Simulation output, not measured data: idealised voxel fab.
process module | voxel gate over fins
cross-section cut | 220 nm wide | cells 5 nm
A cross-section is a grid of square cells, given in bands from the top down. A band is one or more rows of cells.
Each band's line starts with the height of the band's top and of its bottom, in nm. Then come its materials from left to right, each with its width in nm. One material with "throughout" fills the band from edge to edge. "air" is empty space.
Height 0 is the level under which the wafer as received is all one material. The lowest band goes on downwards, as in "0 down".
A width such as "30 to 40" changes by the same amount from each row of cells to the next, from the band's top row to its bottom row.
"no change" after a step means that no cell of the cross-section changed.
closed voids: empty space of 8 cells or more with no open way to the top, each as width x height at its distance from the left edge, in nm
after a step's settings: what the simulator itself notes on the step
overlay nm, on a step with a mask: how far to the right of its planned place the mask lay; to the left if negative
plan
1 op RECEIVE | material Si
2 op CONFORMAL_DEP | material SiN | thk nm 10
3 op MASKED_ETCH | tone cover | mask id FINS | width nm 15 | pitch nm 35 | etch materials SiN | depth nm 10 | overlay nm 0
4 op MASKED_ETCH | tone cover | mask id FINS | width nm 15 | pitch nm 35 | etch materials Si | depth nm 30 | overlay nm 0
5 op OXIDIZE | depth nm 5
6 op FILL_DEP | material SiO2 | thk nm 10
7 op CMP | height nm 10
8 op SELECTIVE_ETCH | etch materials SiO2 | depth nm 25
9 op STRIP | etch materials SiN
10 op CONFORMAL_DEP | material HfO2 | thk nm 5
11 op CONFORMAL_DEP | material TiN | thk nm 5
12 op CONFORMAL_DEP | material TiAl | thk nm 5
13 op CONFORMAL_DEP | material TiN | thk nm 5
14 op FILL_DEP | material W | thk nm 15
15 op CMP | height nm 30
16 op CONFORMAL_DEP | material SiN | thk nm 5
varied across the wafers: thk nm of step 12. The plan shows the first wafer's value. All wafers start alike
first wafer as received, after step 1
  0 down: Si throughout
  closed voids: none
each wafer at the end: cells of each material gained (+) or lost (-) since it was received, then its closed voids
thk nm 5 | +56 HfO2 | -294 Si | +44 SiN | +168 SiO2 | +56 TiAl | +106 TiN | +172 W | closed voids: none
thk nm 10 | +56 HfO2 | -294 Si | +44 SiN | +168 SiO2 | +106 TiAl | +106 TiN | +122 W | closed voids: none
thk nm 15 | +56 HfO2 | -294 Si | +44 SiN | +168 SiO2 | +156 TiAl | +106 TiN | +72 W | closed voids: none
thk nm 20 | +56 HfO2 | -294 Si | +44 SiN | +168 SiO2 | +206 TiAl | +84 TiN | +44 W | closed voids: none
